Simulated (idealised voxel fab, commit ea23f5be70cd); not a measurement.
Module name: voxel tone inversion (process module)
It is cross-section cut that appears here, measuring 290 nm in width, its square cells being 5 nm in size.
A cross-section is written here as square cells arranged in a grid, and it is given in bands from the top down, each band taking up one or more rows of cells. This entry defines a band. It first specifies the height of the band's top and the height of its bottom in nm, and then specifies the band's materials from left to right, stating each material with its width in nm. The word "everywhere" identifies a single material that fills the band from edge to edge, while the word "blank" identifies empty space. The reference from which all heights are counted is 0, the level beneath which the as-received wafer is entirely one material; the lowest band, having no lower bound, proceeds downward and is written after the example "0 down". A width given as "30->40" starts at the first number in the band's top row and ends at the second number in its bottom row, shifting by an equal amount at every step from row to row. For the purposes of this document, the phrase "left unchanged" attached to a step denotes that no cell within the cross-section was modified by that step. This entry, "Unvented voids", enumerates those empty regions of no fewer than 8 cells that possess no open connection to the top. Each region is reported in the form width x height at distance, the distance being taken from the left edge, with all three quantities expressed in nm. On a step's line, text after the settings is the simulator commenting on that step. The optional step-line setting "overlay nm" applies to steps with a mask and quantifies how far to the right of its planned location the mask lay, a negative value indicating leftward placement.

## Steps planned for the process
1) RECEIVE: material Si
2) CONFORMAL_DEP: material SiCN, thk nm 10
3) DIRECTIONAL_DEP: material polySi, thk nm 15
4) PATTERN: tone cover, mask id POSTS, material resist, width nm 15, pitch nm 50, thk nm 20, overlay nm 0
5) DIRECTIONAL_ETCH: etch materials polySi, depth nm 15
6) STRIP: etch materials resist
7) FILL_DEP: material lowk, thk nm 10
8) CMP: height nm 25
9) STRIP: etch materials polySi
10) CONFORMAL_DEP: material TiN, thk nm 5
11) FILL_DEP: material W, thk nm 10
12) CMP: height nm 25
13) CONFORMAL_DEP: material SiN, thk nm 5
The width nm used in step 4 is not the same on every wafer, whereas the starting condition is; the value printed in the plan is the first wafer's.

## As-received state after step 1, first of several wafers, cross-section
> 0 down | Si everywhere
> Unvented voids: none

## Below, a row for every wafer. Read it as the end-of-module picture: for each material the wafer shows its cells gained (+) or lost (-) since it was received, and then its closed voids
width nm 15, +116 SiCN, +58 SiN, +14 TiN, +4 W, +156 lowk, Unvented voids: none
width nm 20, +116 SiCN, +58 SiN, +16 TiN, +8 W, +150 lowk, Unvented voids: none
width nm 25, +116 SiCN, +58 SiN, +18 TiN, +12 W, +144 lowk, Unvented voids: none
width nm 30, +116 SiCN, +58 SiN, +20 TiN, +16 W, +138 lowk, Unvented voids: none
width nm 35, +116 SiCN, +58 SiN, +22 TiN, +20 W, +132 lowk, Unvented voids: none
